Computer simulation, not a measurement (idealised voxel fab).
Title: Process Module voxel air gaps
Shown is cross-section cut, with a width of 260 nm and square cells of size 5 nm.
When this document writes out a cross-section, it uses a grid of square cells and lists it as bands, beginning at the top and moving down, with a band standing for one or more rows of cells.
First you get the band's top height and its bottom height, in nm, and then the materials it's made of, left to right, with each width in nm. If you see a single material with "edge to edge", that one covers the band edge to edge. "empty" is empty space.
A quick word on heights: they are counted from 0, and under that level the wafer as it came to us is one material throughout. The lowest band is different from the rest in having no bottom; it simply continues downward, written as in "0 nm and below".
Width: "30->40" (first number = top row, second number = bottom row, same change from row to row of cells).
Given "changes: none" for a step, no cell of the cross-section differs between before and after that step.
Basically, "Entrapped voids" tells you about the enclosed voids: empty spaces with no open way to the top, 8 cells or bigger, each written width x height at distance, where distance is from the left edge, all in nm.
The remark found on a step's line after its settings is issued by the simulator itself and pertains to that step.
For masked steps, "overlay nm" on the step line gives how far right of plan the mask actually lay; a minus sign means it lay to the left.

Intended process steps
| 1 | RECEIVE [material Si] |
| 2 | CONFORMAL_DEP [material SiO2] [thk nm 10] |
| 3 | CONFORMAL_DEP [material SiCN] [thk nm 5] |
| 4 | DIRECTIONAL_DEP [material SiO2] [thk nm 35] |
| 5 | DIRECTIONAL_DEP [material aC] [thk nm 15] |
| 6 | PATTERN [tone open] [mask id LINES] [material resist] [width nm 25] [pitch nm 50] [thk nm 35] [overlay nm -15] |
| 7 | DIRECTIONAL_ETCH [etch materials aC] [depth nm 15] |
| 8 | STRIP [etch materials resist] |
| 9 | DIRECTIONAL_ETCH [etch materials SiO2] [depth nm 35] |
| 10 | STRIP [etch materials aC] |
| 11 | CONFORMAL_DEP [material TiN] [thk nm 5] |
| 12 | FILL_DEP [material W] [thk nm 10] |
| 13 | CMP [height nm 50] |
| 14 | EPI [material Ru] [thk nm 10] |
| 15 | SELECTIVE_ETCH [etch materials SiO2] [depth nm 45] |
| 16 | CONFORMAL_DEP [material SiCN] [thk nm 5] |
The value of overlay nm given for step 6 in the plan refers to the first wafer; the wafers vary in this setting and are alike at the start.

Cross-sectional view of the first of several wafers in the as-received condition, corresponding to the state following step 1
	0 nm and below = Si edge to edge
	Entrapped voids: none

Module finished, last step 16 done: cross-section of the first of several wafers
	65 nm to 60 nm = empty (10) / SiCN (205) / empty (45)
	60 nm to 50 nm = empty (10) / SiCN (5) / Ru (45) / SiCN (5) / Ru (45) / SiCN (5) / Ru (45) / SiCN (5) / Ru (45) / SiCN (5) / empty (45)
	50 nm to 45 nm = empty (10) / SiCN (15) / TiN (5) / W (15) / TiN (5) / SiCN (25) / TiN (5) / W (15) / TiN (5) / SiCN (25) / TiN (5) / W (15) / TiN (5) / SiCN (25) / TiN (5) / W (15) / TiN (5) / SiCN (15) / empty (45)
	45 nm to 20 nm = empty (20) / SiCN (5) / TiN (5) / W (15) / TiN (5) / SiCN (5) / empty (15) / SiCN (5) / TiN (5) / W (15) / TiN (5) / SiCN (5) / empty (15) / SiCN (5) / TiN (5) / W (15) / TiN (5) / SiCN (5) / empty (15) / SiCN (5) / TiN (5) / W (15) / TiN (5) / SiCN (5) / empty (55)
	20 nm to 15 nm = SiCN (25) / TiN (25) / SiCN (25) / TiN (25) / SiCN (25) / TiN (25) / SiCN (25) / TiN (25) / SiCN (60)
	15 nm to 10 nm = SiCN edge to edge
	10 nm to 0 nm = SiO2 edge to edge
	0 nm and below = Si edge to edge
	Entrapped voids: 15 x 25 at 55; 15 x 25 at 105; 15 x 25 at 155

Final wafer of several, shown in cross-section at the end of the module
	65 nm to 60 nm = empty (40) / SiCN (205) / empty (15)
	60 nm to 50 nm = empty (40) / SiCN (5) / Ru (45) / SiCN (5) / Ru (45) / SiCN (5) / Ru (45) / SiCN (5) / Ru (45) / SiCN (5) / empty (15)
	50 nm to 45 nm = empty (40) / SiCN (15) / TiN (5) / W (15) / TiN (5) / SiCN (25) / TiN (5) / W (15) / TiN (5) / SiCN (25) / TiN (5) / W (15) / TiN (5) / SiCN (25) / TiN (5) / W (15) / TiN (5) / SiCN (15) / empty (15)
	45 nm to 20 nm = empty (50) / SiCN (5) / TiN (5) / W (15) / TiN (5) / SiCN (5) / empty (15) / SiCN (5) / TiN (5) / W (15) / TiN (5) / SiCN (5) / empty (15) / SiCN (5) / TiN (5) / W (15) / TiN (5) / SiCN (5) / empty (15) / SiCN (5) / TiN (5) / W (15) / TiN (5) / SiCN (5) / empty (25)
	20 nm to 15 nm = SiCN (55) / TiN (25) / SiCN (25) / TiN (25) / SiCN (25) / TiN (25) / SiCN (25) / TiN (25) / SiCN (30)
	15 nm to 10 nm = SiCN edge to edge
	10 nm to 0 nm = SiO2 edge to edge
	0 nm and below = Si edge to edge
	Entrapped voids: 15 x 25 at 85; 15 x 25 at 135; 15 x 25 at 185

Take any row and you have a wafer at the end of the module: how many cells of each material it has gained (+) or lost (-) since it was received, and then its closed voids
overlay nm -15; +72 Ru; +196 SiCN; +104 SiO2; +68 TiN; +72 W; Entrapped voids: 15 x 25 at 55; 15 x 25 at 105; 15 x 25 at 155
overlay nm -10; +72 Ru; +196 SiCN; +104 SiO2; +68 TiN; +72 W; Entrapped voids: 15 x 25 at 60; 15 x 25 at 110; 15 x 25 at 160
overlay nm -5; +72 Ru; +196 SiCN; +104 SiO2; +68 TiN; +72 W; Entrapped voids: 15 x 25 at 65; 15 x 25 at 115; 15 x 25 at 165
overlay nm 0; +72 Ru; +196 SiCN; +104 SiO2; +68 TiN; +72 W; Entrapped voids: 15 x 25 at 70; 15 x 25 at 120; 15 x 25 at 170
overlay nm 5; +72 Ru; +196 SiCN; +104 SiO2; +68 TiN; +72 W; Entrapped voids: 15 x 25 at 75; 15 x 25 at 125; 15 x 25 at 175
overlay nm 10; +72 Ru; +196 SiCN; +104 SiO2; +68 TiN; +72 W; Entrapped voids: 15 x 25 at 80; 15 x 25 at 130; 15 x 25 at 180
overlay nm 15; +72 Ru; +196 SiCN; +104 SiO2; +68 TiN; +72 W; Entrapped voids: 15 x 25 at 85; 15 x 25 at 135; 15 x 25 at 185
